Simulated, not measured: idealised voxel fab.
You're looking at the process module voxel transistor to metal.
Displayed cross-section: cut, width of 275 nm, square cells sized 5 nm.
In this document a cross-section is written as a grid of square cells. It is given as a series of bands, listed from the top down, and a band is one or more rows of cells. Band: top and bottom heights (nm) first, top before bottom; then materials from left to right, widths in nm. "throughout" marks a sole material filling the band edge to edge. "blank" denotes empty space. Where do heights start? At 0: under that level the wafer as delivered is made of one material only. And the lowest band has no floor; it just carries on downward, as in "0 down". Note: "30->40" means the width goes from the first number (top row of the band) to the second number (bottom row) in equal steps per row of cells. Step note "left unchanged" = no cross-section cell changed. "Enclosed voids" - sealed voids, min. 8 cells, no opening to top; format: width x height at distance (distance from left edge; nm throughout). What comes after the settings on a step's line is commentary from the simulator itself on that step. "overlay nm" denotes, for a step that has a mask, the displacement of the mask to the right of its planned place, with negative values corresponding to the left.

[Steps in the process plan]
1. RECEIVE | material Si
2. OXIDIZE | depth nm 5
3. CONFORMAL_DEP | material SiN | thk nm 15
4. PATTERN | tone cover | mask id ACTIVE | material resist | width nm 100 | pitch nm 125 | thk nm 15 | overlay nm 0
5. DIRECTIONAL_ETCH | etch materials SiN | depth nm 15
6. DIRECTIONAL_ETCH | etch materials SiO2 | depth nm 5
7. DIRECTIONAL_ETCH | etch materials Si | depth nm 35
8. STRIP | etch materials resist
9. FILL_DEP | material SiO2 | thk nm 10
10. CMP | height nm 15
11. SELECTIVE_ETCH | etch materials SiO2 | depth nm 10
12. STRIP | etch materials SiN
13. SELECTIVE_ETCH | etch materials SiO2 | depth nm 5
14. OXIDIZE | depth nm 5
15. DIRECTIONAL_DEP | material polySi | thk nm 30
16. DIRECTIONAL_DEP | material SiCN | thk nm 10
17. PATTERN | tone cover | mask id GATE | material resist | width nm 20 | pitch nm 125 | thk nm 15 | overlay nm 0
18. DIRECTIONAL_ETCH | etch materials SiCN | depth nm 20
19. DIRECTIONAL_ETCH | etch materials polySi | depth nm 40
20. STRIP | etch materials resist
21. CONFORMAL_DEP | material SiO2 | thk nm 5
22. DIRECTIONAL_ETCH | etch materials SiO2 | depth nm 5
23. CONFORMAL_DEP | material SiN | thk nm 10
24. DIRECTIONAL_ETCH | etch materials SiN | depth nm 10
25. DIRECTIONAL_ETCH | etch materials SiO2 | depth nm 5
26. EPI | material pSi | thk nm 5
27. FILL_DEP | material SiO2 | thk nm 5
28. CMP | height nm 35
29. DIRECTIONAL_DEP | material SiO2 | thk nm 15
30. PATTERN | tone open | mask id CONTACT | material resist | width nm 15 | thk nm 20 | overlay nm 0
31. DIRECTIONAL_ETCH | etch materials SiO2 | depth nm 55
32. STRIP | etch materials resist
33. CONFORMAL_DEP | material TiN | thk nm 5
34. FILL_DEP | material Ru | thk nm 10
35. CMP | height nm 50
36. CONFORMAL_DEP | material SiN | thk nm 5
37. DIRECTIONAL_DEP | material SiO2 | thk nm 15
38. MASKED_ETCH | tone open | mask id METAL_1 | width nm 15 | etch materials SiO2 | depth nm 15 | overlay nm 0
39. MASKED_ETCH | tone open | mask id METAL_1 | width nm 15 | etch materials SiN | depth nm 5 | overlay nm 0
40. CONFORMAL_DEP | material TiN | thk nm 5
41. FILL_DEP | material Cu | thk nm 10
42. CMP | height nm 70
43. EPI | material Ru | thk nm 5
44. FILL_DEP | material SiCN | thk nm 5
45. DIRECTIONAL_DEP | material lowk | thk nm 35
46. DIRECTIONAL_DEP | material aC | thk nm 15
47. PATTERN | tone open | mask id METAL_2 | material resist | width nm 15 | pitch nm 125 | thk nm 35 | overlay nm 0
48. DIRECTIONAL_ETCH | etch materials aC | depth nm 15
49. STRIP | etch materials resist
50. DIRECTIONAL_ETCH | etch materials lowk | depth nm 20
51. STRIP | etch materials aC
52. PATTERN | tone open | mask id METAL_2_HOLES | material resist | width nm 15 | pitch nm 125 | thk nm 15 | overlay nm 0
53. DIRECTIONAL_ETCH | etch materials lowk | depth nm 15
54. DIRECTIONAL_ETCH | etch materials SiCN | depth nm 5
55. STRIP | etch materials resist
56. CONFORMAL_DEP | material TiN | thk nm 5
57. FILL_DEP | material Cu | thk nm 5
58. CMP | height nm 115
59. CONFORMAL_DEP | material SiN | thk nm 5

[Cross-section of the wafer upon arrival, representing the state reached after step 1]
* 0 down: Si throughout
* Enclosed voids: none

[Starting structure and process plan are as shown above, but one mistake was made in running the module; the wafer cross-section at the end of the module follows]
* 120 to 115: SiN throughout
* 115 to 80: lowk (30) / TiN (5) / Cu (5) / TiN (5) / lowk (110) / TiN (5) / Cu (5) / TiN (5) / lowk (105)
* 80 to 75: SiCN (30) / TiN (15) / SiCN (110) / TiN (15) / SiCN (105)
* 75 to 70: SiCN (25) / Ru (25) / SiCN (50) / Ru (25) / SiCN (25) / Ru (25) / SiCN (50) / Ru (25) / SiCN (25)
* 70 to 55: SiO2 (30) / TiN (5) / Cu (5) / TiN (5) / SiO2 (60) / TiN (5) / Cu (5) / TiN (5) / SiO2 (35) / TiN (5) / Cu (5) / TiN (5) / SiO2 (60) / TiN (5) / Cu (5) / TiN (5) / SiO2 (30)
* 55 to 50: SiN (30) / TiN (15) / SiN (60) / TiN (15) / SiN (35) / TiN (15) / SiN (60) / TiN (15) / SiN (30)
* 50 to 35: SiO2 (30) / TiN (5) / Ru (5) / TiN (5) / SiO2 (60) / TiN (5) / Ru (5) / TiN (5) / SiO2 (35) / TiN (5) / Ru (5) / TiN (5) / SiO2 (60) / TiN (5) / Ru (5) / TiN (5) / SiO2 (30)
* 35 to 25: SiO2 (30) / TiN (5) / Ru (5) / TiN (5) / SiO2 (5) / SiN (10) / SiO2 (5) / SiCN (20) / SiO2 (5) / SiN (10) / SiO2 (5) / TiN (5) / Ru (5) / TiN (5) / SiO2 (35) / TiN (5) / Ru (5) / TiN (5) / SiO2 (5) / SiN (10) / SiO2 (5) / SiCN (20) / SiO2 (5) / SiN (10) / SiO2 (5) / TiN (5) / Ru (5) / TiN (5) / SiO2 (30)
* 25 to 5: SiO2 (30) / TiN (5) / Ru (5) / TiN (5) / SiO2 (5) / SiN (10) / SiO2 (5) / polySi (20) / SiO2 (5) / SiN (10) / SiO2 (5) / TiN (5) / Ru (5) / TiN (5) / SiO2 (35) / TiN (5) / Ru (5) / TiN (5) / SiO2 (5) / SiN (10) / SiO2 (5) / polySi (20) / SiO2 (5) / SiN (10) / SiO2 (5) / TiN (5) / Ru (5) / TiN (5) / SiO2 (30)
* 5 to 0: SiO2 (30) / TiN (15) / SiO2 (5) / SiN (10) / SiO2 (5) / polySi (20) / SiO2 (5) / SiN (10) / SiO2 (5) / TiN (15) / SiO2 (35) / TiN (15) / SiO2 (5) / SiN (10) / SiO2 (5) / polySi (20) / SiO2 (5) / SiN (10) / SiO2 (5) / TiN (15) / SiO2 (30)
* 0 to -5: SiO2 (25) / SiN (10) / TiN (10) / SiO2 (5) / SiN (10) / SiO2 (5) / polySi (20) / SiO2 (5) / SiN (10) / SiO2 (5) / TiN (10) / SiN (10) / SiO2 (25) / SiN (10) / TiN (10) / SiO2 (5) / SiN (10) / SiO2 (5) / polySi (20) / SiO2 (5) / SiN (10) / SiO2 (5) / TiN (10) / SiN (10) / SiO2 (25)
* -5 to -10: SiO2 (35) / pSi (15) / SiO2 (50) / pSi (15) / SiO2 (45) / pSi (15) / SiO2 (50) / pSi (15) / SiO2 (35)
* -10 to -75: SiO2 (25) / Si (100) / SiO2 (25) / Si (100) / SiO2 (25)
* -75 down: Si throughout
* Enclosed voids: none
What was the processing mistake? the plan's step 7 ran twice
